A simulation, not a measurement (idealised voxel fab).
process module | voxel released beams
cross-section cut | 170 nm wide | cells 5 nm
A cross-section is a grid of square cells, given in bands from the top down. A band is one or more rows of cells.
Each band's line starts with the height of the band's top and of its bottom, in nm. Then come its materials from left to right, each with its width in nm. One material with "throughout" fills the band from edge to edge. "air" is empty space.
Height 0 is the level under which the wafer as received is all one material. The lowest band goes on downwards, as in "0 down".
A width such as "30 to 40" changes by the same amount from each row of cells to the next, from the band's top row to its bottom row.
"no change" after a step means that no cell of the cross-section changed.
closed voids: empty space of 8 cells or more with no open way to the top, each as width x height at its distance from the left edge, in nm
after a step's settings: what the simulator itself notes on the step
overlay nm, on a step with a mask: how far to the right of its planned place the mask lay; to the left if negative
plan
1 op RECEIVE | material Si
2 op CONFORMAL_DEP | material Al2O3 | thk nm 5
3 op DIRECTIONAL_DEP | material SiO2 | thk nm 20
4 op PATTERN | tone open | mask id ANCHOR | material resist | width nm 40 | thk nm 20 | overlay nm 0
5 op DIRECTIONAL_ETCH | etch materials SiO2 | depth nm 20
6 op STRIP | etch materials resist
7 op CONFORMAL_DEP | material SiN | thk nm 15
8 op MASKED_ETCH | tone cover | mask id BEAM | width nm 85 | etch materials SiN | depth nm 15 | overlay nm 0
9 op STRIP | etch materials SiO2
as received, after step 1
  0 down: Si throughout
  closed voids: none
first wafer at the end, as planned
  40 to 25: air 40 | SiN 20 | air 10 | SiN 55 | air 45
  25 to 20: air 45 | SiN 15 | air 10 | SiN 15 | air 85
  20 to 5: air 45 | SiN 40 | air 85
  5 to 0: Al2O3 throughout
  0 down: Si throughout
  closed voids: none
second wafer at the end: like start, like plan, one mistake
  40 to 25: air 45 | SiN 15 | air 10 | SiN 60 | air 40
  25 to 20: air 45 | SiN 15 | air 10 | SiN 15 | air 85
  20 to 5: air 45 | SiN 40 | air 85
  5 to 0: Al2O3 throughout
  0 down: Si throughout
  closed voids: none
what went wrong: step 8 ran as: op MASKED_ETCH | tone cover | mask id BEAM | width nm 85 | etch materials SiN | depth nm 15 | overlay nm 5
at the end the second wafer has, in cells: as many of each material as the first, in other places
